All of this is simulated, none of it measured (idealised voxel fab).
process module | voxel transistor to metal
cross-section cut | 140 nm wide | cells 5 nm
A cross-section is a grid of square cells, given in bands from the top down. A band is one or more rows of cells.
Each band's line starts with the height of the band's top and of its bottom, in nm. Then come its materials from left to right, each with its width in nm. One material with "throughout" fills the band from edge to edge. "air" is empty space.
Height 0 is the level under which the wafer as received is all one material. The lowest band goes on downwards, as in "0 down".
A width such as "30 to 40" changes by the same amount from each row of cells to the next, from the band's top row to its bottom row.
"no change" after a step means that no cell of the cross-section changed.
closed voids: empty space of 8 cells or more with no open way to the top, each as width x height at its distance from the left edge, in nm
after a step's settings: what the simulator itself notes on the step
overlay nm, on a step with a mask: how far to the right of its planned place the mask lay; to the left if negative
plan
1 op RECEIVE | material Si
2 op OXIDIZE | depth nm 5
3 op CONFORMAL_DEP | material SiN | thk nm 15
4 op DIRECTIONAL_DEP | material aC | thk nm 15
5 op PATTERN | tone cover | mask id ACTIVE | material resist | width nm 105 | thk nm 30 | overlay nm 0
6 op DIRECTIONAL_ETCH | etch materials aC | depth nm 15
7 op STRIP | etch materials resist
8 op DIRECTIONAL_ETCH | etch materials SiN | depth nm 15
9 op DIRECTIONAL_ETCH | etch materials SiO2 | depth nm 5
10 op DIRECTIONAL_ETCH | etch materials Si | depth nm 20
11 op STRIP | etch materials aC
12 op OXIDIZE | depth nm 5
13 op FILL_DEP | material SiO2 | thk nm 5
14 op CMP | height nm 15
15 op SELECTIVE_ETCH | etch materials SiO2 | depth nm 10
16 op STRIP | etch materials SiN
17 op SELECTIVE_ETCH | etch materials SiO2 | depth nm 5
18 op OXIDIZE | depth nm 5
19 op DIRECTIONAL_DEP | material polySi | thk nm 30
20 op DIRECTIONAL_DEP | material SiCN | thk nm 15
21 op PATTERN | tone cover | mask id GATE | material resist | width nm 25 | thk nm 20 | overlay nm 0
22 op DIRECTIONAL_ETCH | etch materials SiCN | depth nm 25
23 op DIRECTIONAL_ETCH | etch materials polySi | depth nm 40
24 op STRIP | etch materials resist
25 op CONFORMAL_DEP | material SiN | thk nm 5
26 op DIRECTIONAL_ETCH | etch materials SiN | depth nm 5
27 op DIRECTIONAL_ETCH | etch materials SiO2 | depth nm 5
28 op DIRECTIONAL_ETCH | etch materials Si | depth nm 15
29 op EPI | material nSi | thk nm 15
30 op FILL_DEP | material SiO2 | thk nm 5
31 op CMP | height nm 40
32 op DIRECTIONAL_DEP | material SiO2 | thk nm 10
33 op MASKED_ETCH | tone open | mask id CONTACT | width nm 20 | pitch nm 75 | etch materials SiO2 | depth nm 60 | overlay nm 0
34 op CONFORMAL_DEP | material TiN | thk nm 5
35 op FILL_DEP | material Ru | thk nm 5
36 op CMP | height nm 50
37 op DIRECTIONAL_DEP | material TiN | thk nm 5
38 op DIRECTIONAL_DEP | material Ru | thk nm 20
39 op DIRECTIONAL_DEP | material aC | thk nm 15
40 op PATTERN | tone cover | mask id METAL_1 | material resist | width nm 20 | pitch nm 75 | thk nm 35 | overlay nm 0
41 op DIRECTIONAL_ETCH | etch materials aC | depth nm 15
42 op STRIP | etch materials resist
43 op DIRECTIONAL_ETCH | etch materials Ru | depth nm 20
44 op DIRECTIONAL_ETCH | etch materials TiN | depth nm 5
45 op STRIP | etch materials aC
46 op CONFORMAL_DEP | material SiCN | thk nm 5
47 op FILL_DEP | material lowk | thk nm 10
48 op CMP | height nm 75
49 op CONFORMAL_DEP | material SiN | thk nm 5
first wafer, as planned
as received, after step 1
  0 down: Si throughout
  closed voids: none
after step 2
  0 to -5: SiO2 throughout
  below -5: unchanged
after step 3
  15 to 0: SiN throughout
  below 0: unchanged
after step 4
  30 to 15: aC throughout
  below 15: unchanged
after step 5
  60 to 30: air 15 | resist 105 | air 20
  below 30: unchanged
after step 6
  45 to 30: air 15 | resist 105 | air 20
  30 to 15: air 15 | aC 105 | air 20
  below 15: unchanged
after step 7
  30 to 15: air 15 | aC 105 | air 20
  below 15: unchanged
after step 8
  30 to 15: air 15 | aC 105 | air 20
  15 to 0: air 15 | SiN 105 | air 20
  below 0: unchanged
after step 9
  30 to 15: air 15 | aC 105 | air 20
  15 to 0: air 15 | SiN 105 | air 20
  0 to -5: air 15 | SiO2 105 | air 20
  below -5: unchanged
after step 10
  30 to 15: air 15 | aC 105 | air 20
  15 to 0: air 15 | SiN 105 | air 20
  0 to -5: air 15 | SiO2 105 | air 20
  -5 to -25: air 15 | Si 105 | air 20
  below -25: unchanged
after step 11
  15 to 0: air 15 | SiN 105 | air 20
  below 0: unchanged
after step 12
  15 to 0: air 15 | SiN 105 | air 20
  0 to -5: air 15 | SiO2 105 | air 20
  -5 to -25: air 15 | SiO2 5 | Si 95 | SiO2 5 | air 20
  -25 to -30: SiO2 20 | Si 95 | SiO2 25
  below -30: unchanged
after step 13
  20 to 15: SiO2 throughout
  15 to 0: SiO2 15 | SiN 105 | SiO2 20
  0 to -5: SiO2 throughout
  -5 to -30: SiO2 20 | Si 95 | SiO2 25
  below -30: unchanged
after step 14
  15 to 0: SiO2 15 | SiN 105 | SiO2 20
  below 0: unchanged
after step 15
  15 to 5: air 15 | SiN 105 | air 20
  below 5: unchanged
after step 16
  5 to 0: SiO2 15 | air 105 | SiO2 20
  below 0: unchanged
after step 17
  0 to -5: SiO2 10 | air 115 | SiO2 15
  below -5: unchanged
after step 18
  0 to -5: SiO2 10 | air 115 | SiO2 15
  -5 to -10: SiO2 throughout
  below -10: unchanged
after step 19
  30 to 25: polySi 10 | air 115 | polySi 15
  25 to 0: polySi throughout
  0 to -5: SiO2 10 | polySi 115 | SiO2 15
  below -5: unchanged
after step 20
  45 to 40: SiCN 10 | air 115 | SiCN 15
  40 to 30: SiCN throughout
  30 to 25: polySi 10 | SiCN 115 | polySi 15
  below 25: unchanged
after step 21
  65 to 45: air 55 | resist 25 | air 60
  45 to 40: SiCN 10 | air 45 | resist 25 | air 45 | SiCN 15
  below 40: unchanged
after step 22
  65 to 40: air 55 | resist 25 | air 60
  40 to 30: air 55 | SiCN 25 | air 60
  30 to 25: polySi 10 | air 45 | SiCN 25 | air 45 | polySi 15
  below 25: unchanged
after step 23
  65 to 40: air 55 | resist 25 | air 60
  40 to 25: air 55 | SiCN 25 | air 60
  25 to 0: air 55 | polySi 25 | air 60
  0 to -5: SiO2 10 | air 45 | polySi 25 | air 45 | SiO2 15
  below -5: unchanged
after step 24
  40 to 25: air 55 | SiCN 25 | air 60
  below 25: unchanged
after step 25
  45 to 40: air 50 | SiN 35 | air 55
  40 to 25: air 50 | SiN 5 | SiCN 25 | SiN 5 | air 55
  25 to 5: air 50 | SiN 5 | polySi 25 | SiN 5 | air 55
  5 to 0: SiN 15 | air 35 | SiN 5 | polySi 25 | SiN 5 | air 35 | SiN 20
  0 to -5: SiO2 10 | SiN 45 | polySi 25 | SiN 45 | SiO2 15
  below -5: unchanged
after step 26
  40 to 25: air 50 | SiN 5 | SiCN 25 | SiN 5 | air 55
  25 to 0: air 50 | SiN 5 | polySi 25 | SiN 5 | air 55
  0 to -5: SiO2 10 | SiN 5 | air 35 | SiN 5 | polySi 25 | SiN 5 | air 35 | SiN 5 | SiO2 15
  below -5: unchanged
after step 27
  40 to 25: air 50 | SiN 5 | SiCN 25 | SiN 5 | air 55
  25 to 0: air 50 | SiN 5 | polySi 25 | SiN 5 | air 55
  0 to -5: air 10 | SiN 5 | air 35 | SiN 5 | polySi 25 | SiN 5 | air 35 | SiN 5 | air 15
  -5 to -10: SiO2 15 | air 35 | SiO2 35 | air 35 | SiO2 20
  below -10: unchanged
after step 28
  40 to 25: air 50 | SiN 5 | SiCN 25 | SiN 5 | air 55
  25 to 0: air 50 | SiN 5 | polySi 25 | SiN 5 | air 55
  0 to -5: air 10 | SiN 5 | air 35 | SiN 5 | polySi 25 | SiN 5 | air 35 | SiN 5 | air 15
  -5 to -10: SiO2 15 | air 35 | SiO2 35 | air 35 | SiO2 20
  -10 to -25: SiO2 20 | air 30 | Si 35 | air 30 | SiO2 25
  below -25: unchanged
after step 29
  40 to 25: air 50 | SiN 5 | SiCN 25 | SiN 5 | air 55
  25 to 5: air 50 | SiN 5 | polySi 25 | SiN 5 | air 55
  5 to 0: air 35 | nSi 15 | SiN 5 | polySi 25 | SiN 5 | nSi 15 | air 40
  0 to -5: air 10 | SiN 5 | air 20 | nSi 15 | SiN 5 | polySi 25 | SiN 5 | nSi 15 | air 20 | SiN 5 | air 15
  -5 to -10: SiO2 15 | air 20 | nSi 15 | SiO2 35 | nSi 15 | air 20 | SiO2 20
  -10 to -25: SiO2 20 | nSi 30 | Si 35 | nSi 30 | SiO2 25
  below -25: unchanged
after step 30
  45 to 40: SiO2 throughout
  40 to 25: SiO2 50 | SiN 5 | SiCN 25 | SiN 5 | SiO2 55
  25 to 5: SiO2 50 | SiN 5 | polySi 25 | SiN 5 | SiO2 55
  5 to 0: SiO2 35 | nSi 15 | SiN 5 | polySi 25 | SiN 5 | nSi 15 | SiO2 40
  0 to -5: SiO2 10 | SiN 5 | SiO2 20 | nSi 15 | SiN 5 | polySi 25 | SiN 5 | nSi 15 | SiO2 20 | SiN 5 | SiO2 15
  -5 to -10: SiO2 35 | nSi 15 | SiO2 35 | nSi 15 | SiO2 40
  below -10: unchanged
after step 31
  40 to 25: SiO2 50 | SiN 5 | SiCN 25 | SiN 5 | SiO2 55
  below 25: unchanged
after step 32
  50 to 40: SiO2 throughout
  below 40: unchanged
after step 33
  50 to 40: SiO2 20 | air 20 | SiO2 55 | air 20 | SiO2 25
  40 to 25: SiO2 20 | air 20 | SiO2 10 | SiN 5 | SiCN 25 | SiN 5 | SiO2 10 | air 20 | SiO2 25
  25 to 5: SiO2 20 | air 20 | SiO2 10 | SiN 5 | polySi 25 | SiN 5 | SiO2 10 | air 20 | SiO2 25
  5 to 0: SiO2 20 | air 15 | nSi 15 | SiN 5 | polySi 25 | SiN 5 | nSi 15 | air 15 | SiO2 25
  0 to -5: SiO2 10 | SiN 5 | SiO2 5 | air 15 | nSi 15 | SiN 5 | polySi 25 | SiN 5 | nSi 15 | air 15 | SiO2 5 | SiN 5 | SiO2 15
  -5 to -10: SiO2 20 | air 15 | nSi 15 | SiO2 35 | nSi 15 | air 15 | SiO2 25
  below -10: unchanged
after step 34
  55 to 50: TiN 25 | air 10 | TiN 65 | air 10 | TiN 30
  50 to 40: SiO2 20 | TiN 5 | air 10 | TiN 5 | SiO2 55 | TiN 5 | air 10 | TiN 5 | SiO2 25
  40 to 25: SiO2 20 | TiN 5 | air 10 | TiN 5 | SiO2 10 | SiN 5 | SiCN 25 | SiN 5 | SiO2 10 | TiN 5 | air 10 | TiN 5 | SiO2 25
  25 to 10: SiO2 20 | TiN 5 | air 10 | TiN 5 | SiO2 10 | SiN 5 | polySi 25 | SiN 5 | SiO2 10 | TiN 5 | air 10 | TiN 5 | SiO2 25
  10 to 5: SiO2 20 | TiN 5 | air 5 | TiN 10 | SiO2 10 | SiN 5 | polySi 25 | SiN 5 | SiO2 10 | TiN 10 | air 5 | TiN 5 | SiO2 25
  5 to 0: SiO2 20 | TiN 5 | air 5 | TiN 5 | nSi 15 | SiN 5 | polySi 25 | SiN 5 | nSi 15 | TiN 5 | air 5 | TiN 5 | SiO2 25
  0 to -5: SiO2 10 | SiN 5 | SiO2 5 | TiN 5 | air 5 | TiN 5 | nSi 15 | SiN 5 | polySi 25 | SiN 5 | nSi 15 | TiN 5 | air 5 | TiN 5 | SiO2 5 | SiN 5 | SiO2 15
  -5 to -10: SiO2 20 | TiN 15 | nSi 15 | SiO2 35 | nSi 15 | TiN 15 | SiO2 25
  below -10: unchanged
after step 35
  60 to 55: Ru throughout
  55 to 50: TiN 25 | Ru 10 | TiN 65 | Ru 10 | TiN 30
  50 to 40: SiO2 20 | TiN 5 | Ru 10 | TiN 5 | SiO2 55 | TiN 5 | Ru 10 | TiN 5 | SiO2 25
  40 to 25: SiO2 20 | TiN 5 | Ru 10 | TiN 5 | SiO2 10 | SiN 5 | SiCN 25 | SiN 5 | SiO2 10 | TiN 5 | Ru 10 | TiN 5 | SiO2 25
  25 to 10: SiO2 20 | TiN 5 | Ru 10 | TiN 5 | SiO2 10 | SiN 5 | polySi 25 | SiN 5 | SiO2 10 | TiN 5 | Ru 10 | TiN 5 | SiO2 25
  10 to 5: SiO2 20 | TiN 5 | Ru 5 | TiN 10 | SiO2 10 | SiN 5 | polySi 25 | SiN 5 | SiO2 10 | TiN 10 | Ru 5 | TiN 5 | SiO2 25
  5 to 0: SiO2 20 | TiN 5 | Ru 5 | TiN 5 | nSi 15 | SiN 5 | polySi 25 | SiN 5 | nSi 15 | TiN 5 | Ru 5 | TiN 5 | SiO2 25
  0 to -5: SiO2 10 | SiN 5 | SiO2 5 | TiN 5 | Ru 5 | TiN 5 | nSi 15 | SiN 5 | polySi 25 | SiN 5 | nSi 15 | TiN 5 | Ru 5 | TiN 5 | SiO2 5 | SiN 5 | SiO2 15
  below -5: unchanged
after step 36
  50 to 40: SiO2 20 | TiN 5 | Ru 10 | TiN 5 | SiO2 55 | TiN 5 | Ru 10 | TiN 5 | SiO2 25
  below 40: unchanged
after step 37
  55 to 50: TiN throughout
  below 50: unchanged
after step 38
  75 to 55: Ru throughout
  below 55: unchanged
after step 39
  90 to 75: aC throughout
  below 75: unchanged
after step 40
  125 to 90: air 20 | resist 20 | air 55 | resist 20 | air 25
  below 90: unchanged
after step 41
  110 to 90: air 20 | resist 20 | air 55 | resist 20 | air 25
  90 to 75: air 20 | aC 20 | air 55 | aC 20 | air 25
  below 75: unchanged
after step 42
  90 to 75: air 20 | aC 20 | air 55 | aC 20 | air 25
  below 75: unchanged
after step 43
  90 to 75: air 20 | aC 20 | air 55 | aC 20 | air 25
  75 to 55: air 20 | Ru 20 | air 55 | Ru 20 | air 25
  below 55: unchanged
after step 44
  90 to 75: air 20 | aC 20 | air 55 | aC 20 | air 25
  75 to 55: air 20 | Ru 20 | air 55 | Ru 20 | air 25
  55 to 50: air 20 | TiN 20 | air 55 | TiN 20 | air 25
  below 50: unchanged
after step 45
  75 to 55: air 20 | Ru 20 | air 55 | Ru 20 | air 25
  below 55: unchanged
after step 46
  80 to 75: air 15 | SiCN 30 | air 45 | SiCN 30 | air 20
  75 to 55: air 15 | SiCN 5 | Ru 20 | SiCN 5 | air 45 | SiCN 5 | Ru 20 | SiCN 5 | air 20
  55 to 50: SiCN 20 | TiN 20 | SiCN 55 | TiN 20 | SiCN 25
  below 50: unchanged
after step 47
  90 to 80: lowk throughout
  80 to 75: lowk 15 | SiCN 30 | lowk 45 | SiCN 30 | lowk 20
  75 to 55: lowk 15 | SiCN 5 | Ru 20 | SiCN 5 | lowk 45 | SiCN 5 | Ru 20 | SiCN 5 | lowk 20
  below 55: unchanged
after step 48
  75 to 55: lowk 15 | SiCN 5 | Ru 20 | SiCN 5 | lowk 45 | SiCN 5 | Ru 20 | SiCN 5 | lowk 20
  below 55: unchanged
after step 49
  80 to 75: SiN throughout
  below 75: unchanged
second wafer: like start, like plan, one mistake. Through step 20 it matches the first wafer
when step 21 should have ended
  65 to 45: air 45 | resist 25 | air 70
  45 to 40: SiCN 10 | air 35 | resist 25 | air 55 | SiCN 15
  below 40: unchanged
when step 22 should have ended
  65 to 40: air 45 | resist 25 | air 70
  40 to 30: air 45 | SiCN 25 | air 70
  30 to 25: polySi 10 | air 35 | SiCN 25 | air 55 | polySi 15
  below 25: unchanged
when step 23 should have ended
  65 to 40: air 45 | resist 25 | air 70
  40 to 25: air 45 | SiCN 25 | air 70
  25 to 0: air 45 | polySi 25 | air 70
  0 to -5: SiO2 10 | air 35 | polySi 25 | air 55 | SiO2 15
  below -5: unchanged
when step 24 should have ended
  40 to 25: air 45 | SiCN 25 | air 70
  below 25: unchanged
when step 25 should have ended
  45 to 40: air 40 | SiN 35 | air 65
  40 to 25: air 40 | SiN 5 | SiCN 25 | SiN 5 | air 65
  25 to 5: air 40 | SiN 5 | polySi 25 | SiN 5 | air 65
  5 to 0: SiN 15 | air 25 | SiN 5 | polySi 25 | SiN 5 | air 45 | SiN 20
  0 to -5: SiO2 10 | SiN 35 | polySi 25 | SiN 55 | SiO2 15
  below -5: unchanged
when step 26 should have ended
  40 to 25: air 40 | SiN 5 | SiCN 25 | SiN 5 | air 65
  25 to 0: air 40 | SiN 5 | polySi 25 | SiN 5 | air 65
  0 to -5: SiO2 10 | SiN 5 | air 25 | SiN 5 | polySi 25 | SiN 5 | air 45 | SiN 5 | SiO2 15
  below -5: unchanged
when step 27 should have ended
  40 to 25: air 40 | SiN 5 | SiCN 25 | SiN 5 | air 65
  25 to 0: air 40 | SiN 5 | polySi 25 | SiN 5 | air 65
  0 to -5: air 10 | SiN 5 | air 25 | SiN 5 | polySi 25 | SiN 5 | air 45 | SiN 5 | air 15
  -5 to -10: SiO2 15 | air 25 | SiO2 35 | air 45 | SiO2 20
  below -10: unchanged
when step 28 should have ended
  40 to 25: air 40 | SiN 5 | SiCN 25 | SiN 5 | air 65
  25 to 0: air 40 | SiN 5 | polySi 25 | SiN 5 | air 65
  0 to -5: air 10 | SiN 5 | air 25 | SiN 5 | polySi 25 | SiN 5 | air 45 | SiN 5 | air 15
  -5 to -10: SiO2 15 | air 25 | SiO2 35 | air 45 | SiO2 20
  -10 to -25: SiO2 20 | air 20 | Si 35 | air 40 | SiO2 25
  below -25: unchanged
when step 29 should have ended
  40 to 25: air 40 | SiN 5 | SiCN 25 | SiN 5 | air 65
  25 to 5: air 40 | SiN 5 | polySi 25 | SiN 5 | air 65
  5 to 0: air 25 | nSi 15 | SiN 5 | polySi 25 | SiN 5 | nSi 15 | air 50
  0 to -5: air 10 | SiN 5 | air 10 | nSi 15 | SiN 5 | polySi 25 | SiN 5 | nSi 15 | air 30 | SiN 5 | air 15
  -5 to -10: SiO2 15 | air 10 | nSi 15 | SiO2 35 | nSi 15 | air 30 | SiO2 20
  -10 to -25: SiO2 20 | nSi 20 | Si 35 | nSi 40 | SiO2 25
  below -25: unchanged
when step 30 should have ended
  45 to 40: SiO2 throughout
  40 to 25: SiO2 40 | SiN 5 | SiCN 25 | SiN 5 | SiO2 65
  25 to 5: SiO2 40 | SiN 5 | polySi 25 | SiN 5 | SiO2 65
  5 to 0: SiO2 25 | nSi 15 | SiN 5 | polySi 25 | SiN 5 | nSi 15 | SiO2 50
  0 to -5: SiO2 10 | SiN 5 | SiO2 10 | nSi 15 | SiN 5 | polySi 25 | SiN 5 | nSi 15 | SiO2 30 | SiN 5 | SiO2 15
  -5 to -10: SiO2 25 | nSi 15 | SiO2 35 | nSi 15 | SiO2 50
  below -10: unchanged
when step 31 should have ended
  40 to 25: SiO2 40 | SiN 5 | SiCN 25 | SiN 5 | SiO2 65
  below 25: unchanged
when step 32 should have ended
  50 to 40: SiO2 throughout
  below 40: unchanged
when step 33 should have ended
  50 to 40: SiO2 20 | air 20 | SiO2 55 | air 20 | SiO2 25
  40 to 25: SiO2 20 | air 20 | SiN 5 | SiCN 25 | SiN 5 | SiO2 20 | air 20 | SiO2 25
  25 to 5: SiO2 20 | air 20 | SiN 5 | polySi 25 | SiN 5 | SiO2 20 | air 20 | SiO2 25
  5 to 0: SiO2 20 | air 5 | nSi 15 | SiN 5 | polySi 25 | SiN 5 | nSi 15 | SiO2 5 | air 20 | SiO2 25
  0 to -5: SiO2 10 | SiN 5 | SiO2 5 | air 5 | nSi 15 | SiN 5 | polySi 25 | SiN 5 | nSi 15 | SiO2 5 | air 20 | SiO2 5 | SiN 5 | SiO2 15
  -5 to -10: SiO2 20 | air 5 | nSi 15 | SiO2 35 | nSi 15 | SiO2 5 | air 20 | SiO2 25
  below -10: unchanged
when step 34 should have ended
  55 to 50: TiN 25 | air 10 | TiN 65 | air 10 | TiN 30
  50 to 40: SiO2 20 | TiN 5 | air 10 | TiN 5 | SiO2 55 | TiN 5 | air 10 | TiN 5 | SiO2 25
  40 to 25: SiO2 20 | TiN 5 | air 10 | TiN 5 | SiN 5 | SiCN 25 | SiN 5 | SiO2 20 | TiN 5 | air 10 | TiN 5 | SiO2 25
  25 to 10: SiO2 20 | TiN 5 | air 10 | TiN 5 | SiN 5 | polySi 25 | SiN 5 | SiO2 20 | TiN 5 | air 10 | TiN 5 | SiO2 25
  10 to 5: SiO2 20 | TiN 20 | SiN 5 | polySi 25 | SiN 5 | SiO2 20 | TiN 5 | air 10 | TiN 5 | SiO2 25
  5 to 0: SiO2 20 | TiN 5 | nSi 15 | SiN 5 | polySi 25 | SiN 5 | nSi 15 | SiO2 5 | TiN 5 | air 10 | TiN 5 | SiO2 25
  0 to -5: SiO2 10 | SiN 5 | SiO2 5 | TiN 5 | nSi 15 | SiN 5 | polySi 25 | SiN 5 | nSi 15 | SiO2 5 | TiN 5 | air 10 | TiN 5 | SiO2 5 | SiN 5 | SiO2 15
  -5 to -10: SiO2 20 | TiN 5 | nSi 15 | SiO2 35 | nSi 15 | SiO2 5 | TiN 20 | SiO2 25
  below -10: unchanged
when step 35 should have ended
  60 to 55: Ru throughout
  55 to 50: TiN 25 | Ru 10 | TiN 65 | Ru 10 | TiN 30
  50 to 40: SiO2 20 | TiN 5 | Ru 10 | TiN 5 | SiO2 55 | TiN 5 | Ru 10 | TiN 5 | SiO2 25
  40 to 25: SiO2 20 | TiN 5 | Ru 10 | TiN 5 | SiN 5 | SiCN 25 | SiN 5 | SiO2 20 | TiN 5 | Ru 10 | TiN 5 | SiO2 25
  25 to 10: SiO2 20 | TiN 5 | Ru 10 | TiN 5 | SiN 5 | polySi 25 | SiN 5 | SiO2 20 | TiN 5 | Ru 10 | TiN 5 | SiO2 25
  10 to 5: SiO2 20 | TiN 20 | SiN 5 | polySi 25 | SiN 5 | SiO2 20 | TiN 5 | Ru 10 | TiN 5 | SiO2 25
  5 to 0: SiO2 20 | TiN 5 | nSi 15 | SiN 5 | polySi 25 | SiN 5 | nSi 15 | SiO2 5 | TiN 5 | Ru 10 | TiN 5 | SiO2 25
  0 to -5: SiO2 10 | SiN 5 | SiO2 5 | TiN 5 | nSi 15 | SiN 5 | polySi 25 | SiN 5 | nSi 15 | SiO2 5 | TiN 5 | Ru 10 | TiN 5 | SiO2 5 | SiN 5 | SiO2 15
  below -5: unchanged
when step 36 should have ended
  50 to 40: SiO2 20 | TiN 5 | Ru 10 | TiN 5 | SiO2 55 | TiN 5 | Ru 10 | TiN 5 | SiO2 25
  below 40: unchanged
when step 37 should have ended
  55 to 50: TiN throughout
  below 50: unchanged
when step 38 should have ended
  75 to 55: Ru throughout
  below 55: unchanged
when step 39 should have ended
  90 to 75: aC throughout
  below 75: unchanged
when step 40 should have ended
  125 to 90: air 20 | resist 20 | air 55 | resist 20 | air 25
  below 90: unchanged
when step 41 should have ended
  110 to 90: air 20 | resist 20 | air 55 | resist 20 | air 25
  90 to 75: air 20 | aC 20 | air 55 | aC 20 | air 25
  below 75: unchanged
when step 42 should have ended
  90 to 75: air 20 | aC 20 | air 55 | aC 20 | air 25
  below 75: unchanged
when step 43 should have ended
  90 to 75: air 20 | aC 20 | air 55 | aC 20 | air 25
  75 to 55: air 20 | Ru 20 | air 55 | Ru 20 | air 25
  below 55: unchanged
when step 44 should have ended
  90 to 75: air 20 | aC 20 | air 55 | aC 20 | air 25
  75 to 55: air 20 | Ru 20 | air 55 | Ru 20 | air 25
  55 to 50: air 20 | TiN 20 | air 55 | TiN 20 | air 25
  below 50: unchanged
when step 45 should have ended
  75 to 55: air 20 | Ru 20 | air 55 | Ru 20 | air 25
  below 55: unchanged
when step 46 should have ended
  80 to 75: air 15 | SiCN 30 | air 45 | SiCN 30 | air 20
  75 to 55: air 15 | SiCN 5 | Ru 20 | SiCN 5 | air 45 | SiCN 5 | Ru 20 | SiCN 5 | air 20
  55 to 50: SiCN 20 | TiN 20 | SiCN 55 | TiN 20 | SiCN 25
  below 50: unchanged
when step 47 should have ended
  90 to 80: lowk throughout
  80 to 75: lowk 15 | SiCN 30 | lowk 45 | SiCN 30 | lowk 20
  75 to 55: lowk 15 | SiCN 5 | Ru 20 | SiCN 5 | lowk 45 | SiCN 5 | Ru 20 | SiCN 5 | lowk 20
  below 55: unchanged
when step 48 should have ended
  75 to 55: lowk 15 | SiCN 5 | Ru 20 | SiCN 5 | lowk 45 | SiCN 5 | Ru 20 | SiCN 5 | lowk 20
  below 55: unchanged
when step 49 should have ended
  80 to 75: SiN throughout
  below 75: unchanged
what went wrong: step 21 ran as: op PATTERN | tone cover | mask id GATE | material resist | width nm 25 | thk nm 20 | overlay nm -10
at the end the second wafer has, in cells: 3 more of SiO2 | 3 fewer of TiN
